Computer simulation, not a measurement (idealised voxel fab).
Proc. module: voxel wiring stack
245 nm wide, 5 nm square cells: that's cross-section cut.
How to read a cross-section here: the picture is a grid of square cells, written as bands going from the top down, and any band can span one or more rows of cells. Basically the band line says how high the top is and how high the bottom is, in nm, and then what's in it from left to right, every material with its width in nm. Empty space shows up as "empty", and if a single material carries "all across" it runs the full band edge to edge. Below 0: as-received wafer, all one material; heights counted from there. Lowest band: no bottom, goes on down, written "0 nm and below". A width given as "30..40" starts at the first number in the band's top row and ends at the second number in its bottom row, shifting by an equal amount at every step from row to row. Where a step carries "remained unchanged", the cross-section came out of it unchanged, cell for cell. Entry "Closed void catalog". Content: empty spaces with no open connection to the top, size 8 cells or greater. Each: width x height at distance. Distance: from left edge. Unit: nm. Where a step's line continues beyond its settings, the continuation is a remark by the simulator itself on that step. The setting "overlay nm" may be written on the line of a step. When the step uses a mask, the value reports how far to the right of the planned place the mask lay, and a negative value reports that it lay to the left.

**The following list gives the planned process steps**
1: RECEIVE (material Si)
2: CONFORMAL_DEP (material SiO2; thk nm 10)
3: CONFORMAL_DEP (material SiCN; thk nm 5)
4: DIRECTIONAL_DEP (material SiO2; thk nm 20)
5: MASKED_ETCH (tone open; mask id METAL_1; width nm 30; pitch nm 60; etch materials SiO2; depth nm 20; overlay nm 0)
6: MASKED_ETCH (tone open; mask id METAL_1; width nm 30; pitch nm 60; etch materials SiCN; depth nm 5; overlay nm 0)
7: CONFORMAL_DEP (material TiN; thk nm 5)
8: FILL_DEP (material W; thk nm 10)
9: CMP (height nm 35)
10: CONFORMAL_DEP (material SiCN; thk nm 5)
11: DIRECTIONAL_DEP (material lowk; thk nm 20)
12: PATTERN (tone open; mask id PLUG_1; material resist; width nm 15; pitch nm 60; thk nm 15; overlay nm 0)
13: DIRECTIONAL_ETCH (etch materials lowk; depth nm 20)
14: DIRECTIONAL_ETCH (etch materials SiCN; depth nm 5)
15: STRIP (etch materials resist)
16: EPI (material Ru; thk nm 10)
17: EPI (material Ru; thk nm 10)
18: EPI (material Ru; thk nm 5)
19: DIRECTIONAL_DEP (material TiN; thk nm 5)
20: DIRECTIONAL_DEP (material Ru; thk nm 25)
21: PATTERN (tone cover; mask id METAL_2; material resist; width nm 30; pitch nm 60; thk nm 15; overlay nm 0)
22: DIRECTIONAL_ETCH (etch materials Ru; depth nm 25)
23: DIRECTIONAL_ETCH (etch materials TiN; depth nm 5)
24: STRIP (etch materials resist)
25: FILL_DEP (material lowk; thk nm 10)
26: CMP (height nm 90)
27: CONFORMAL_DEP (material SiCN; thk nm 5)
28: DIRECTIONAL_DEP (material SiO2; thk nm 30)
29: PATTERN (tone open; mask id METAL_3; material resist; width nm 30; pitch nm 60; thk nm 20; overlay nm 0)
30: DIRECTIONAL_ETCH (etch materials SiO2; depth nm 20)
31: STRIP (etch materials resist)
32: PATTERN (tone open; mask id METAL_3_HOLES; material resist; width nm 15; pitch nm 60; thk nm 15; overlay nm 0)
33: DIRECTIONAL_ETCH (etch materials SiO2; depth nm 10)
34: DIRECTIONAL_ETCH (etch materials SiCN; depth nm 5)
35: STRIP (etch materials resist)
36: CONFORMAL_DEP (material TiN; thk nm 5)
37: FILL_DEP (material Ru; thk nm 5)
38: CMP (height nm 125)
39: CONFORMAL_DEP (material SiCN; thk nm 5)

**Shown in cross-section is the wafer as received, that is, as it stands after step 1**
> 0 nm and below  Si all across
> Closed void catalog: none

**First of two wafers at the end of the module, shown in cross-section; run carried out as planned**
> 130 nm to 125 nm  SiCN all across
> 125 nm to 110 nm  45 of SiO2 | 5 of TiN | 20 of Ru | 5 of TiN | 30 of SiO2 | 5 of TiN | 20 of Ru | 5 of TiN | 30 of SiO2 | 5 of TiN | 20 of Ru | 5 of TiN | 50 of SiO2
> 110 nm to 105 nm  45 of SiO2 | 5 of TiN | 5 of Ru | 20 of TiN | 30 of SiO2 | 5 of TiN | 5 of Ru | 20 of TiN | 30 of SiO2 | 5 of TiN | 5 of Ru | 20 of TiN | 50 of SiO2
> 105 nm to 95 nm  45 of SiO2 | 5 of TiN | 5 of Ru | 5 of TiN | 45 of SiO2 | 5 of TiN | 5 of Ru | 5 of TiN | 45 of SiO2 | 5 of TiN | 5 of Ru | 5 of TiN | 65 of SiO2
> 95 nm to 90 nm  45 of SiCN | 15 of TiN | 45 of SiCN | 15 of TiN | 45 of SiCN | 15 of TiN | 65 of SiCN
> 90 nm to 65 nm  45 of lowk | 30 of Ru | 30 of lowk | 30 of Ru | 30 of lowk | 30 of Ru | 50 of lowk
> 65 nm to 60 nm  45 of lowk | 30 of TiN | 30 of lowk | 30 of TiN | 30 of lowk | 30 of TiN | 50 of lowk
> 60 nm to 40 nm  45 of lowk | 15 of Ru | 45 of lowk | 15 of Ru | 45 of lowk | 15 of Ru | 65 of lowk
> 40 nm to 35 nm  45 of SiCN | 15 of Ru | 45 of SiCN | 15 of Ru | 45 of SiCN | 15 of Ru | 65 of SiCN
> 35 nm to 15 nm  45 of SiO2 | 5 of TiN | 20 of W | 5 of TiN | 30 of SiO2 | 5 of TiN | 20 of W | 5 of TiN | 30 of SiO2 | 5 of TiN | 20 of W | 5 of TiN | 50 of SiO2
> 15 nm to 10 nm  45 of SiCN | 30 of TiN | 30 of SiCN | 30 of TiN | 30 of SiCN | 30 of TiN | 50 of SiCN
> 10 nm to 0 nm  SiO2 all across
> 0 nm and below  Si all across
> Closed void catalog: none

**Wafer two, end of module, cross-section. Same start, same plan as wafer one. One mistake in the run**
> 130 nm to 125 nm  SiCN all across
> 125 nm to 120 nm  45 of SiCN | 15 of TiN | 45 of SiCN | 15 of TiN | 45 of SiCN | 15 of TiN | 65 of SiCN
> 120 nm to 90 nm  SiO2 all across
> 90 nm to 65 nm  45 of lowk | 30 of Ru | 30 of lowk | 30 of Ru | 30 of lowk | 30 of Ru | 50 of lowk
> 65 nm to 60 nm  45 of lowk | 30 of TiN | 30 of lowk | 30 of TiN | 30 of lowk | 30 of TiN | 50 of lowk
> 60 nm to 40 nm  45 of lowk | 15 of Ru | 45 of lowk | 15 of Ru | 45 of lowk | 15 of Ru | 65 of lowk
> 40 nm to 35 nm  45 of SiCN | 15 of Ru | 45 of SiCN | 15 of Ru | 45 of SiCN | 15 of Ru | 65 of SiCN
> 35 nm to 15 nm  45 of SiO2 | 5 of TiN | 20 of W | 5 of TiN | 30 of SiO2 | 5 of TiN | 20 of W | 5 of TiN | 30 of SiO2 | 5 of TiN | 20 of W | 5 of TiN | 50 of SiO2
> 15 nm to 10 nm  45 of SiCN | 30 of TiN | 30 of SiCN | 30 of TiN | 30 of SiCN | 30 of TiN | 50 of SiCN
> 10 nm to 0 nm  SiO2 all across
> 0 nm and below  Si all across
> Closed void catalog: none
Heads up, the wafer didn't run the way we planned it: the executed order of steps 27 and 28 is the reverse of that specified in the plan, each step having taken the other's position
Once processing is complete, comparing cell counts shows that the second wafer has more or fewer of certain materials than the first: -45 Ru | +90 SiO2 | -45 TiN
